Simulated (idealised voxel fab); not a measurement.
Process module, titled voxel self aligned contacts
In the cross-section labelled cut, the width is 300 nm and each square cell is 5 nm.
If you're reading a cross-section in this doc, picture square cells in a grid; it comes to you as bands, top ones listed first down to the bottom, and a band can be one or more rows of cells.
Band: top height; bottom height; in nm. Then, left to right: material with width in nm, for each material. "all across": a single material spanning edge to edge. "empty": empty space.
Ref level 0: as-received wafer is one material below here. Bottom band extends down with no lower bound ("0 -> down").
A width given as "30..40" starts at the first number in the band's top row and ends at the second number in its bottom row, shifting by an equal amount at every step from row to row.
Where the words "no alteration" appear for a step, the cross-section shows no cell changed by that step; every cell remained as before.
Empty spaces counting at least 8 cells and having no open way to the top are listed in "Fully sealed cavities". The notation width x height at distance is used for each, the distance being from the left edge and all three values in nm.
On a step's line, text after the settings is the simulator commenting on that step.
overlay nm: step with mask; distance mask lay right of planned place; negative value = left of planned place.
Read each pair as before and after one process step. The after cross-section shows only down to the lowest band that changed. The step between them and its settings are given below the pair. Pairs can come from different runs of this module on the same starting wafer. A pair continues from the pair above only where its "Before this step" entry says so.
Before this step:
    0 -> down  Si all across
    Fully sealed cavities: none
Step Result:
    0 -> -5  SiO2 all across
    below -5: unchanged
    Fully sealed cavities: none
Between before and after above, the operation and settings are OXIDIZE: depth nm 5
Before this step: the cross-section after the pair above
Step Result:
    30 -> 0  polySi all across
    below 0: unchanged
    Fully sealed cavities: none
Between before and after above, the operation and settings are DIRECTIONAL_DEP: material polySi, thk nm 30
Before this step: the cross-section after the pair above
Step Result:
    50 -> 30  SiN all across
    below 30: unchanged
    Fully sealed cavities: none
Between before and after above, the operation and settings are DIRECTIONAL_DEP: material SiN, thk nm 20
Before this step: the cross-section after the pair above
Step Result:
    65 -> 50  aC all across
    below 50: unchanged
    Fully sealed cavities: none
Between before and after above, the operation and settings are DIRECTIONAL_DEP: material aC, thk nm 15
Before this step: the cross-section after the pair above
Step Result:
    100 -> 65  90 nm empty  35 nm resist  45 nm empty  35 nm resist  95 nm empty
    below 65: unchanged
    Fully sealed cavities: none
Between before and after above, the operation and settings are PATTERN: tone cover, mask id GATE, material resist, width nm 35, pitch nm 80, thk nm 35, overlay nm 0
Before this step: the cross-section after the pair above
Step Result:
    85 -> 65  90 nm empty  35 nm resist  45 nm empty  35 nm resist  95 nm empty
    65 -> 50  90 nm empty  35 nm aC  45 nm empty  35 nm aC  95 nm empty
    below 50: unchanged
    Fully sealed cavities: none
Between before and after above, the operation and settings are DIRECTIONAL_ETCH: etch materials aC, depth nm 15
Before this step: the cross-section after the pair above
Step Result:
    65 -> 50  90 nm empty  35 nm aC  45 nm empty  35 nm aC  95 nm empty
    below 50: unchanged
    Fully sealed cavities: none
Between before and after above, the operation and settings are STRIP: etch materials resist
Before this step: the cross-section after the pair above
Step Result:
    65 -> 50  90 nm empty  35 nm aC  45 nm empty  35 nm aC  95 nm empty
    50 -> 30  90 nm empty  35 nm SiN  45 nm empty  35 nm SiN  95 nm empty
    below 30: unchanged
    Fully sealed cavities: none
Between before and after above, the operation and settings are DIRECTIONAL_ETCH: etch materials SiN, depth nm 20
Before this step: the cross-section after the pair above
Step Result:
    65 -> 50  90 nm empty  35 nm aC  45 nm empty  35 nm aC  95 nm empty
    50 -> 30  90 nm empty  35 nm SiN  45 nm empty  35 nm SiN  95 nm empty
    30 -> 0  90 nm empty  35 nm polySi  45 nm empty  35 nm polySi  95 nm empty
    below 0: unchanged
    Fully sealed cavities: none
Between before and after above, the operation and settings are DIRECTIONAL_ETCH: etch materials polySi, depth nm 30
Before this step: the cross-section after the pair above
Step Result:
    50 -> 30  90 nm empty  35 nm SiN  45 nm empty  35 nm SiN  95 nm empty
    below 30: unchanged
    Fully sealed cavities: none
Between before and after above, the operation and settings are STRIP: etch materials aC
Before this step: the cross-section after the pair above
Step Result:
    60 -> 30  80 nm empty  55 nm SiN  25 nm empty  55 nm SiN  85 nm empty
    30 -> 10  80 nm empty  10 nm SiN  35 nm polySi  10 nm SiN  25 nm empty  10 nm SiN  35 nm polySi  10 nm SiN  85 nm empty
    10 -> 0  90 nm SiN  35 nm polySi  45 nm SiN  35 nm polySi  95 nm SiN
    below 0: unchanged
    Fully sealed cavities: none
Between before and after above, the operation and settings are CONFORMAL_DEP: material SiN, thk nm 10
Before this step: the cross-section after the pair above
Step Result:
    50 -> 30  80 nm empty  55 nm SiN  25 nm empty  55 nm SiN  85 nm empty
    30 -> 0  80 nm empty  10 nm SiN  35 nm polySi  10 nm SiN  25 nm empty  10 nm SiN  35 nm polySi  10 nm SiN  85 nm empty
    below 0: unchanged
    Fully sealed cavities: none
Between before and after above, the operation and settings are DIRECTIONAL_ETCH: etch materials SiN, depth nm 10
Before this step: the cross-section after the pair above
Step Result:
    70 -> 50  SiO2 all across
    50 -> 30  80 nm SiO2  55 nm SiN  25 nm SiO2  55 nm SiN  85 nm SiO2
    30 -> 0  80 nm SiO2  10 nm SiN  35 nm polySi  10 nm SiN  25 nm SiO2  10 nm SiN  35 nm polySi  10 nm SiN  85 nm SiO2
    below 0: unchanged
    Fully sealed cavities: none
Between before and after above, the operation and settings are FILL_DEP: material SiO2, thk nm 20
Before this step: the cross-section after the pair above
Step Result:
    60 -> 50  SiO2 all across
    below 50: unchanged
    Fully sealed cavities: none
Between before and after above, the operation and settings are CMP: height nm 60
Before this step: the cross-section after the pair above
Step Result:
    75 -> 60  115 nm resist  65 nm empty  120 nm resist
    below 60: unchanged
    Fully sealed cavities: none
Between before and after above, the operation and settings are PATTERN: tone open, mask id CONTACT, material resist, width nm 65, thk nm 15, overlay nm 0
Before this step: the cross-section after the pair above
Step Result:
    75 -> 60  115 nm resist  65 nm empty  120 nm resist
    60 -> 50  115 nm SiO2  65 nm empty  120 nm SiO2
    50 -> 30  80 nm SiO2  55 nm SiN  25 nm empty  55 nm SiN  85 nm SiO2
    30 -> 0  80 nm SiO2  10 nm SiN  35 nm polySi  10 nm SiN  25 nm empty  10 nm SiN  35 nm polySi  10 nm SiN  85 nm SiO2
    0 -> -5  135 nm SiO2  25 nm empty  140 nm SiO2
    below -5: unchanged
    Fully sealed cavities: none
Between before and after above, the operation and settings are DIRECTIONAL_ETCH: etch materials SiO2, depth nm 65
Before this step: the cross-section after the pair above
Step Result:
    60 -> 50  115 nm SiO2  65 nm empty  120 nm SiO2
    below 50: unchanged
    Fully sealed cavities: none
Between before and after above, the operation and settings are STRIP: etch materials resist
Before this step: the cross-section after the pair above
Step Result:
    65 -> 60  120 nm TiN  55 nm empty  125 nm TiN
    60 -> 50  115 nm SiO2  5..25 nm TiN  55..15 nm empty  5..25 nm TiN  120 nm SiO2
    50 -> 30  80 nm SiO2  55 nm SiN  5 nm TiN  15 nm empty  5 nm TiN  55 nm SiN  85 nm SiO2
    30 -> 0  80 nm SiO2  10 nm SiN  35 nm polySi  10 nm SiN  5 nm TiN  15 nm empty  5 nm TiN  10 nm SiN  35 nm polySi  10 nm SiN  85 nm SiO2
    0 -> -5  135 nm SiO2  25 nm TiN  140 nm SiO2
    below -5: unchanged
    Fully sealed cavities: none
Between before and after above, the operation and settings are CONFORMAL_DEP: material TiN, thk nm 5
Before this step: the cross-section after the pair above
Step Result:
    70 -> 65  W all across
    65 -> 60  120 nm TiN  55 nm W  125 nm TiN
    60 -> 50  115 nm SiO2  5..25 nm TiN  55..15 nm W  5..25 nm TiN  120 nm SiO2
    50 -> 30  80 nm SiO2  55 nm SiN  5 nm TiN  15 nm W  5 nm TiN  55 nm SiN  85 nm SiO2
    30 -> 0  80 nm SiO2  10 nm SiN  35 nm polySi  10 nm SiN  5 nm TiN  15 nm W  5 nm TiN  10 nm SiN  35 nm polySi  10 nm SiN  85 nm SiO2
    below 0: unchanged
    Fully sealed cavities: none
Between before and after above, the operation and settings are FILL_DEP: material W, thk nm 5
Before this step: the cross-section after the pair above
Step Result:
    60 -> 50  115 nm SiO2  5..25 nm TiN  55..15 nm W  5..25 nm TiN  120 nm SiO2
    below 50: unchanged
    Fully sealed cavities: none
Between before and after above, the operation and settings are CMP: height nm 60
Before this step: the cross-section after the pair above
Step Result:
    65 -> 60  SiN all across
    below 60: unchanged
    Fully sealed cavities: none
Between before and after above, the operation and settings are CONFORMAL_DEP: material SiN, thk nm 5
Before this step:
    0 -> down  Si all across
    Fully sealed cavities: none
Step Result:
    30 -> 0  polySi all across
    below 0: unchanged
    Fully sealed cavities: none
Between before and after above, the operation and settings are DIRECTIONAL_DEP: material polySi, thk nm 30
Before this step: the cross-section after the pair above
Step Result:
    50 -> 30  SiN all across
    below 30: unchanged
    Fully sealed cavities: none
Between before and after above, the operation and settings are DIRECTIONAL_DEP: material SiN, thk nm 20
Before this step: the cross-section after the pair above
Step Result:
    65 -> 50  aC all across
    below 50: unchanged
    Fully sealed cavities: none
Between before and after above, the operation and settings are DIRECTIONAL_DEP: material aC, thk nm 15
Before this step: the cross-section after the pair above
Step Result:
    100 -> 65  90 nm empty  35 nm resist  45 nm empty  35 nm resist  95 nm empty
    below 65: unchanged
    Fully sealed cavities: none
Between before and after above, the operation and settings are PATTERN: tone cover, mask id GATE, material resist, width nm 35, pitch nm 80, thk nm 35, overlay nm 0
Before this step: the cross-section after the pair above
Step Result:
    85 -> 65  90 nm empty  35 nm resist  45 nm empty  35 nm resist  95 nm empty
    65 -> 50  90 nm empty  35 nm aC  45 nm empty  35 nm aC  95 nm empty
    below 50: unchanged
    Fully sealed cavities: none
Between before and after above, the operation and settings are DIRECTIONAL_ETCH: etch materials aC, depth nm 15
Before this step: the cross-section after the pair above
Step Result:
    65 -> 50  90 nm empty  35 nm aC  45 nm empty  35 nm aC  95 nm empty
    below 50: unchanged
    Fully sealed cavities: none
Between before and after above, the operation and settings are STRIP: etch materials resist
Before this step: the cross-section after the pair above
Step Result:
    65 -> 50  90 nm empty  35 nm aC  45 nm empty  35 nm aC  95 nm empty
    50 -> 30  90 nm empty  35 nm SiN  45 nm empty  35 nm SiN  95 nm empty
    below 30: unchanged
    Fully sealed cavities: none
Between before and after above, the operation and settings are DIRECTIONAL_ETCH: etch materials SiN, depth nm 20
Before this step: the cross-section after the pair above
Step Result:
    65 -> 50  90 nm empty  35 nm aC  45 nm empty  35 nm aC  95 nm empty
    50 -> 30  90 nm empty  35 nm SiN  45 nm empty  35 nm SiN  95 nm empty
    30 -> 0  90 nm empty  35 nm polySi  45 nm empty  35 nm polySi  95 nm empty
    below 0: unchanged
    Fully sealed cavities: none
Between before and after above, the operation and settings are DIRECTIONAL_ETCH: etch materials polySi, depth nm 30
Before this step: the cross-section after the pair above
Step Result:
    50 -> 30  90 nm empty  35 nm SiN  45 nm empty  35 nm SiN  95 nm empty
    below 30: unchanged
    Fully sealed cavities: none
Between before and after above, the operation and settings are STRIP: etch materials aC
Before this step: the cross-section after the pair above
Step Result:
    60 -> 30  80 nm empty  55 nm SiN  25 nm empty  55 nm SiN  85 nm empty
    30 -> 10  80 nm empty  10 nm SiN  35 nm polySi  10 nm SiN  25 nm empty  10 nm SiN  35 nm polySi  10 nm SiN  85 nm empty
    10 -> 0  90 nm SiN  35 nm polySi  45 nm SiN  35 nm polySi  95 nm SiN
    below 0: unchanged
    Fully sealed cavities: none
Between before and after above, the operation and settings are CONFORMAL_DEP: material SiN, thk nm 10
Before this step: the cross-section after the pair above
Step Result:
    50 -> 30  80 nm empty  55 nm SiN  25 nm empty  55 nm SiN  85 nm empty
    30 -> 0  80 nm empty  10 nm SiN  35 nm polySi  10 nm SiN  25 nm empty  10 nm SiN  35 nm polySi  10 nm SiN  85 nm empty
    below 0: unchanged
    Fully sealed cavities: none
Between before and after above, the operation and settings are DIRECTIONAL_ETCH: etch materials SiN, depth nm 10
Before this step: the cross-section after the pair above
Step Result:
    70 -> 50  SiO2 all across
    50 -> 30  80 nm SiO2  55 nm SiN  25 nm SiO2  55 nm SiN  85 nm SiO2
    30 -> 0  80 nm SiO2  10 nm SiN  35 nm polySi  10 nm SiN  25 nm SiO2  10 nm SiN  35 nm polySi  10 nm SiN  85 nm SiO2
    below 0: unchanged
    Fully sealed cavities: none
Between before and after above, the operation and settings are FILL_DEP: material SiO2, thk nm 20
Before this step: the cross-section after the pair above
Step Result:
    60 -> 50  SiO2 all across
    below 50: unchanged
    Fully sealed cavities: none
Between before and after above, the operation and settings are CMP: height nm 60
Before this step: the cross-section after the pair above
Step Result:
    75 -> 60  115 nm resist  65 nm empty  120 nm resist
    below 60: unchanged
    Fully sealed cavities: none
Between before and after above, the operation and settings are PATTERN: tone open, mask id CONTACT, material resist, width nm 65, thk nm 15, overlay nm 0
Before this step: the cross-section after the pair above
Step Result:
    75 -> 60  115 nm resist  65 nm empty  120 nm resist
    60 -> 50  115 nm SiO2  65 nm empty  120 nm SiO2
    50 -> 30  80 nm SiO2  55 nm SiN  25 nm empty  55 nm SiN  85 nm SiO2
    30 -> 0  80 nm SiO2  10 nm SiN  35 nm polySi  10 nm SiN  25 nm empty  10 nm SiN  35 nm polySi  10 nm SiN  85 nm SiO2
    below 0: unchanged
    Fully sealed cavities: none
Between before and after above, the operation and settings are DIRECTIONAL_ETCH: etch materials SiO2, depth nm 65
Before this step: the cross-section after the pair above
Step Result:
    60 -> 50  115 nm SiO2  65 nm empty  120 nm SiO2
    below 50: unchanged
    Fully sealed cavities: none
Between before and after above, the operation and settings are STRIP: etch materials resist
Before this step: the cross-section after the pair above
Step Result:
    65 -> 60  120 nm TiN  55 nm empty  125 nm TiN
    60 -> 50  115 nm SiO2  5..25 nm TiN  55..15 nm empty  5..25 nm TiN  120 nm SiO2
    50 -> 30  80 nm SiO2  55 nm SiN  5 nm TiN  15 nm empty  5 nm TiN  55 nm SiN  85 nm SiO2
    30 -> 5  80 nm SiO2  10 nm SiN  35 nm polySi  10 nm SiN  5 nm TiN  15 nm empty  5 nm TiN  10 nm SiN  35 nm polySi  10 nm SiN  85 nm SiO2
    5 -> 0  80 nm SiO2  10 nm SiN  35 nm polySi  10 nm SiN  25 nm TiN  10 nm SiN  35 nm polySi  10 nm SiN  85 nm SiO2
    below 0: unchanged
    Fully sealed cavities: none
Between before and after above, the operation and settings are CONFORMAL_DEP: material TiN, thk nm 5
Before this step: the cross-section after the pair above
Step Result:
    70 -> 65  W all across
    65 -> 60  120 nm TiN  55 nm W  125 nm TiN
    60 -> 50  115 nm SiO2  5..25 nm TiN  55..15 nm W  5..25 nm TiN  120 nm SiO2
    50 -> 30  80 nm SiO2  55 nm SiN  5 nm TiN  15 nm W  5 nm TiN  55 nm SiN  85 nm SiO2
    30 -> 5  80 nm SiO2  10 nm SiN  35 nm polySi  10 nm SiN  5 nm TiN  15 nm W  5 nm TiN  10 nm SiN  35 nm polySi  10 nm SiN  85 nm SiO2
    below 5: unchanged
    Fully sealed cavities: none
Between before and after above, the operation and settings are FILL_DEP: material W, thk nm 5
Before this step: the cross-section after the pair above
Step Result:
    60 -> 50  115 nm SiO2  5..25 nm TiN  55..15 nm W  5..25 nm TiN  120 nm SiO2
    below 50: unchanged
    Fully sealed cavities: none
Between before and after above, the operation and settings are CMP: height nm 60
Before this step: the cross-section after the pair above
Step Result:
    65 -> 60  SiN all across
    below 60: unchanged
    Fully sealed cavities: none
Between before and after above, the operation and settings are CONFORMAL_DEP: material SiN, thk nm 5
Before this step:
    50 -> 30  SiN all across
    30 -> 0  polySi all across
    0 -> -5  SiO2 all across
    -5 -> down  Si all across
    Fully sealed cavities: none
Step Result:
    70 -> 30  SiN all across
    below 30: unchanged
    Fully sealed cavities: none
Between before and after above, the operation and settings are DIRECTIONAL_DEP: material SiN, thk nm 20
Before this step: the cross-section after the pair above
Step Result:
    85 -> 70  aC all across
    below 70: unchanged
    Fully sealed cavities: none
Between before and after above, the operation and settings are DIRECTIONAL_DEP: material aC, thk nm 15
Before this step: the cross-section after the pair above
Step Result:
    120 -> 85  90 nm empty  35 nm resist  45 nm empty  35 nm resist  95 nm empty
    below 85: unchanged
    Fully sealed cavities: none
Between before and after above, the operation and settings are PATTERN: tone cover, mask id GATE, material resist, width nm 35, pitch nm 80, thk nm 35, overlay nm 0
Before this step: the cross-section after the pair above
Step Result:
    105 -> 85  90 nm empty  35 nm resist  45 nm empty  35 nm resist  95 nm empty
    85 -> 70  90 nm empty  35 nm aC  45 nm empty  35 nm aC  95 nm empty
    below 70: unchanged
    Fully sealed cavities: none
Between before and after above, the operation and settings are DIRECTIONAL_ETCH: etch materials aC, depth nm 15
Before this step: the cross-section after the pair above
Step Result:
    85 -> 70  90 nm empty  35 nm aC  45 nm empty  35 nm aC  95 nm empty
    below 70: unchanged
    Fully sealed cavities: none
Between before and after above, the operation and settings are STRIP: etch materials resist
Before this step: the cross-section after the pair above
Step Result:
    85 -> 70  90 nm empty  35 nm aC  45 nm empty  35 nm aC  95 nm empty
    70 -> 50  90 nm empty  35 nm SiN  45 nm empty  35 nm SiN  95 nm empty
    below 50: unchanged
    Fully sealed cavities: none
Between before and after above, the operation and settings are DIRECTIONAL_ETCH: etch materials SiN, depth nm 20
Before this step: the cross-section after the pair above
Step Result:
    70 -> 50  90 nm empty  35 nm SiN  45 nm empty  35 nm SiN  95 nm empty
    below 50: unchanged
    Fully sealed cavities: none
Between before and after above, the operation and settings are STRIP: etch materials aC
Before this step: the cross-section after the pair above
Step Result:
    80 -> 60  80 nm empty  55 nm SiN  25 nm empty  55 nm SiN  85 nm empty
    60 -> 30  SiN all across
    below 30: unchanged
    Fully sealed cavities: none
Between before and after above, the operation and settings are CONFORMAL_DEP: material SiN, thk nm 10
Before this step: the cross-section after the pair above
Step Result:
    70 -> 50  80 nm empty  55 nm SiN  25 nm empty  55 nm SiN  85 nm empty
    below 50: unchanged
    Fully sealed cavities: none
Between before and after above, the operation and settings are DIRECTIONAL_ETCH: etch materials SiN, depth nm 10
Before this step: the cross-section after the pair above
Step Result:
    90 -> 70  SiO2 all across
    70 -> 50  80 nm SiO2  55 nm SiN  25 nm SiO2  55 nm SiN  85 nm SiO2
    below 50: unchanged
    Fully sealed cavities: none
Between before and after above, the operation and settings are FILL_DEP: material SiO2, thk nm 20
Before this step: the cross-section after the pair above
Step Result:
    60 -> 50  80 nm SiO2  55 nm SiN  25 nm SiO2  55 nm SiN  85 nm SiO2
    below 50: unchanged
    Fully sealed cavities: none
Between before and after above, the operation and settings are CMP: height nm 60
Before this step: the cross-section after the pair above
Step Result:
    75 -> 60  115 nm resist  65 nm empty  120 nm resist
    below 60: unchanged
    Fully sealed cavities: none
Between before and after above, the operation and settings are PATTERN: tone open, mask id CONTACT, material resist, width nm 65, thk nm 15, overlay nm 0
Before this step: the cross-section after the pair above
Step Result:
    75 -> 60  115 nm resist  65 nm empty  120 nm resist
    60 -> 50  80 nm SiO2  55 nm SiN  25 nm empty  55 nm SiN  85 nm SiO2
    below 50: unchanged
    Fully sealed cavities: none
Between before and after above, the operation and settings are DIRECTIONAL_ETCH: etch materials SiO2, depth nm 65
Before this step: the cross-section after the pair above
Step Result:
    60 -> 50  80 nm SiO2  55 nm SiN  25 nm empty  55 nm SiN  85 nm SiO2
    below 50: unchanged
    Fully sealed cavities: none
Between before and after above, the operation and settings are STRIP: etch materials resist
Before this step: the cross-section after the pair above
Step Result:
    65 -> 60  140 nm TiN  15 nm empty  145 nm TiN
    60 -> 55  80 nm SiO2  55 nm SiN  5 nm TiN  15 nm empty  5 nm TiN  55 nm SiN  85 nm SiO2
    55 -> 50  80 nm SiO2  55 nm SiN  25 nm TiN  55 nm SiN  85 nm SiO2
    below 50: unchanged
    Fully sealed cavities: none
Between before and after above, the operation and settings are CONFORMAL_DEP: material TiN, thk nm 5
Before this step: the cross-section after the pair above
Step Result:
    70 -> 65  W all across
    65 -> 60  140 nm TiN  15 nm W  145 nm TiN
    60 -> 55  80 nm SiO2  55 nm SiN  5 nm TiN  15 nm W  5 nm TiN  55 nm SiN  85 nm SiO2
    below 55: unchanged
    Fully sealed cavities: none
Between before and after above, the operation and settings are FILL_DEP: material W, thk nm 5
Before this step: the cross-section after the pair above
Step Result:
    60 -> 55  80 nm SiO2  55 nm SiN  5 nm TiN  15 nm W  5 nm TiN  55 nm SiN  85 nm SiO2
    below 55: unchanged
    Fully sealed cavities: none
Between before and after above, the operation and settings are CMP: height nm 60
Before this step: the cross-section after the pair above
Step Result:
    65 -> 60  SiN all across
    below 60: unchanged
    Fully sealed cavities: none
Between before and after above, the operation and settings are CONFORMAL_DEP: material SiN, thk nm 5
Before this step:
    50 -> 30  90 nm empty  35 nm SiN  45 nm empty  35 nm SiN  95 nm empty
    30 -> 0  90 nm empty  35 nm polySi  45 nm empty  35 nm polySi  95 nm empty
    0 -> -5  SiO2 all across
    -5 -> down  Si all across
    Fully sealed cavities: none
Step Result:
    40 -> 30  90 nm empty  35 nm SiN  45 nm empty  35 nm SiN  95 nm empty
    below 30: unchanged
    Fully sealed cavities: none
Between before and after above, the operation and settings are DIRECTIONAL_ETCH: etch materials SiN, depth nm 10
Before this step: the cross-section after the pair above
Step Result:
    50 -> 30  80 nm empty  55 nm SiN  25 nm empty  55 nm SiN  85 nm empty
    30 -> 10  80 nm empty  10 nm SiN  35 nm polySi  10 nm SiN  25 nm empty  10 nm SiN  35 nm polySi  10 nm SiN  85 nm empty
    10 -> 0  90 nm SiN  35 nm polySi  45 nm SiN  35 nm polySi  95 nm SiN
    below 0: unchanged
    Fully sealed cavities: none
Between before and after above, the operation and settings are CONFORMAL_DEP: material SiN, thk nm 10
Before this step: the cross-section after the pair above
Step Result:
    70 -> 50  SiO2 all across
    50 -> 30  80 nm SiO2  55 nm SiN  25 nm SiO2  55 nm SiN  85 nm SiO2
    30 -> 10  80 nm SiO2  10 nm SiN  35 nm polySi  10 nm SiN  25 nm SiO2  10 nm SiN  35 nm polySi  10 nm SiN  85 nm SiO2
    below 10: unchanged
    Fully sealed cavities: none
Between before and after above, the operation and settings are FILL_DEP: material SiO2, thk nm 20
Before this step: the cross-section after the pair above
Step Result:
    60 -> 50  SiO2 all across
    below 50: unchanged
    Fully sealed cavities: none
Between before and after above, the operation and settings are CMP: height nm 60
Before this step: the cross-section after the pair above
Step Result:
    75 -> 60  115 nm resist  65 nm empty  120 nm resist
    below 60: unchanged
    Fully sealed cavities: none
Between before and after above, the operation and settings are PATTERN: tone open, mask id CONTACT, material resist, width nm 65, thk nm 15, overlay nm 0
Before this step: the cross-section after the pair above
Step Result:
    75 -> 60  115 nm resist  65 nm empty  120 nm resist
    60 -> 50  115 nm SiO2  65 nm empty  120 nm SiO2
    50 -> 30  80 nm SiO2  55 nm SiN  25 nm empty  55 nm SiN  85 nm SiO2
    30 -> 10  80 nm SiO2  10 nm SiN  35 nm polySi  10 nm SiN  25 nm empty  10 nm SiN  35 nm polySi  10 nm SiN  85 nm SiO2
    below 10: unchanged
    Fully sealed cavities: none
Between before and after above, the operation and settings are DIRECTIONAL_ETCH: etch materials SiO2, depth nm 65
Before this step: the cross-section after the pair above
Step Result:
    60 -> 50  115 nm SiO2  65 nm empty  120 nm SiO2
    below 50: unchanged
    Fully sealed cavities: none
Between before and after above, the operation and settings are STRIP: etch materials resist
Before this step: the cross-section after the pair above
Step Result:
    65 -> 60  120 nm TiN  55 nm empty  125 nm TiN
    60 -> 50  115 nm SiO2  5..25 nm TiN  55..15 nm empty  5..25 nm TiN  120 nm SiO2
    50 -> 30  80 nm SiO2  55 nm SiN  5 nm TiN  15 nm empty  5 nm TiN  55 nm SiN  85 nm SiO2
    30 -> 15  80 nm SiO2  10 nm SiN  35 nm polySi  10 nm SiN  5 nm TiN  15 nm empty  5 nm TiN  10 nm SiN  35 nm polySi  10 nm SiN  85 nm SiO2
    15 -> 10  80 nm SiO2  10 nm SiN  35 nm polySi  10 nm SiN  25 nm TiN  10 nm SiN  35 nm polySi  10 nm SiN  85 nm SiO2
    below 10: unchanged
    Fully sealed cavities: none
Between before and after above, the operation and settings are CONFORMAL_DEP: material TiN, thk nm 5
Before this step: the cross-section after the pair above
Step Result:
    70 -> 65  W all across
    65 -> 60  120 nm TiN  55 nm W  125 nm TiN
    60 -> 50  115 nm SiO2  5..25 nm TiN  55..15 nm W  5..25 nm TiN  120 nm SiO2
    50 -> 30  80 nm SiO2  55 nm SiN  5 nm TiN  15 nm W  5 nm TiN  55 nm SiN  85 nm SiO2
    30 -> 15  80 nm SiO2  10 nm SiN  35 nm polySi  10 nm SiN  5 nm TiN  15 nm W  5 nm TiN  10 nm SiN  35 nm polySi  10 nm SiN  85 nm SiO2
    below 15: unchanged
    Fully sealed cavities: none
Between before and after above, the operation and settings are FILL_DEP: material W, thk nm 5
Before this step: the cross-section after the pair above
Step Result:
    60 -> 50  115 nm SiO2  5..25 nm TiN  55..15 nm W  5..25 nm TiN  120 nm SiO2
    below 50: unchanged
    Fully sealed cavities: none
Between before and after above, the operation and settings are CMP: height nm 60
Before this step: the cross-section after the pair above
Step Result:
    65 -> 60  SiN all across
    below 60: unchanged
    Fully sealed cavities: none
Between before and after above, the operation and settings are CONFORMAL_DEP: material SiN, thk nm 5
Before this step:
    70 -> 65  W all across
    65 -> 60  120 nm TiN  55 nm W  125 nm TiN
    60 -> 50  115 nm SiO2  5..25 nm TiN  55..15 nm W  5..25 nm TiN  120 nm SiO2
    50 -> 30  80 nm SiO2  55 nm SiN  5 nm TiN  15 nm W  5 nm TiN  55 nm SiN  85 nm SiO2
    30 -> 0  80 nm SiO2  10 nm SiN  35 nm polySi  10 nm SiN  5 nm TiN  15 nm W  5 nm TiN  10 nm SiN  35 nm polySi  10 nm SiN  85 nm SiO2
    0 -> -5  135 nm SiO2  25 nm TiN  140 nm SiO2
    -5 -> down  Si all across
    Fully sealed cavities: none
Step Result:
    55 -> 50  115 nm SiO2  25 nm TiN  15 nm W  25 nm TiN  120 nm SiO2
    below 50: unchanged
    Fully sealed cavities: none
Between before and after above, the operation and settings are CMP: height nm 55
Before this step: the cross-section after the pair above
Step Result:
    60 -> 55  SiN all across
    below 55: unchanged
    Fully sealed cavities: none
Between before and after above, the operation and settings are CONFORMAL_DEP: material SiN, thk nm 5
Before this step:
    65 -> 50  aC all across
    50 -> 30  SiN all across
    30 -> 0  polySi all across
    0 -> -5  SiO2 all across
    -5 -> down  Si all across
    Fully sealed cavities: none
Step Result:
    100 -> 65  85 nm empty  45 nm resist  35 nm empty  45 nm resist  90 nm empty
    below 65: unchanged
    Fully sealed cavities: none
Between before and after above, the operation and settings are PATTERN: tone cover, mask id GATE, material resist, width nm 45, pitch nm 80, thk nm 35, overlay nm 0
Before this step: the cross-section after the pair above
Step Result:
    85 -> 65  85 nm empty  45 nm resist  35 nm empty  45 nm resist  90 nm empty
    65 -> 50  85 nm empty  45 nm aC  35 nm empty  45 nm aC  90 nm empty
    below 50: unchanged
    Fully sealed cavities: none
Between before and after above, the operation and settings are DIRECTIONAL_ETCH: etch materials aC, depth nm 15
Before this step: the cross-section after the pair above
Step Result:
    65 -> 50  85 nm empty  45 nm aC  35 nm empty  45 nm aC  90 nm empty
    below 50: unchanged
    Fully sealed cavities: none
Between before and after above, the operation and settings are STRIP: etch materials resist
Before this step: the cross-section after the pair above
Step Result:
    65 -> 50  85 nm empty  45 nm aC  35 nm empty  45 nm aC  90 nm empty
    50 -> 30  85 nm empty  45 nm SiN  35 nm empty  45 nm SiN  90 nm empty
    below 30: unchanged
    Fully sealed cavities: none
Between before and after above, the operation and settings are DIRECTIONAL_ETCH: etch materials SiN, depth nm 20
Before this step: the cross-section after the pair above
Step Result:
    65 -> 50  85 nm empty  45 nm aC  35 nm empty  45 nm aC  90 nm empty
    50 -> 30  85 nm empty  45 nm SiN  35 nm empty  45 nm SiN  90 nm empty
    30 -> 0  85 nm empty  45 nm polySi  35 nm empty  45 nm polySi  90 nm empty
    below 0: unchanged
    Fully sealed cavities: none
Between before and after above, the operation and settings are DIRECTIONAL_ETCH: etch materials polySi, depth nm 30
Before this step: the cross-section after the pair above
Step Result:
    50 -> 30  85 nm empty  45 nm SiN  35 nm empty  45 nm SiN  90 nm empty
    below 30: unchanged
    Fully sealed cavities: none
Between before and after above, the operation and settings are STRIP: etch materials aC
Before this step: the cross-section after the pair above
Step Result:
    60 -> 30  75 nm empty  65 nm SiN  15 nm empty  65 nm SiN  80 nm empty
    30 -> 10  75 nm empty  10 nm SiN  45 nm polySi  10 nm SiN  15 nm empty  10 nm SiN  45 nm polySi  10 nm SiN  80 nm empty
    10 -> 0  85 nm SiN  45 nm polySi  35 nm SiN  45 nm polySi  90 nm SiN
    below 0: unchanged
    Fully sealed cavities: none
Between before and after above, the operation and settings are CONFORMAL_DEP: material SiN, thk nm 10
Before this step: the cross-section after the pair above
Step Result:
    50 -> 30  75 nm empty  65 nm SiN  15 nm empty  65 nm SiN  80 nm empty
    30 -> 0  75 nm empty  10 nm SiN  45 nm polySi  10 nm SiN  15 nm empty  10 nm SiN  45 nm polySi  10 nm SiN  80 nm empty
    below 0: unchanged
    Fully sealed cavities: none
Between before and after above, the operation and settings are DIRECTIONAL_ETCH: etch materials SiN, depth nm 10
Before this step: the cross-section after the pair above
Step Result:
    70 -> 50  SiO2 all across
    50 -> 30  75 nm SiO2  65 nm SiN  15 nm SiO2  65 nm SiN  80 nm SiO2
    30 -> 0  75 nm SiO2  10 nm SiN  45 nm polySi  10 nm SiN  15 nm SiO2  10 nm SiN  45 nm polySi  10 nm SiN  80 nm SiO2
    below 0: unchanged
    Fully sealed cavities: none
Between before and after above, the operation and settings are FILL_DEP: material SiO2, thk nm 20
Before this step: the cross-section after the pair above
Step Result:
    60 -> 50  SiO2 all across
    below 50: unchanged
    Fully sealed cavities: none
Between before and after above, the operation and settings are CMP: height nm 60
Before this step: the cross-section after the pair above
Step Result:
    75 -> 60  115 nm resist  65 nm empty  120 nm resist
    below 60: unchanged
    Fully sealed cavities: none
Between before and after above, the operation and settings are PATTERN: tone open, mask id CONTACT, material resist, width nm 65, thk nm 15, overlay nm 0
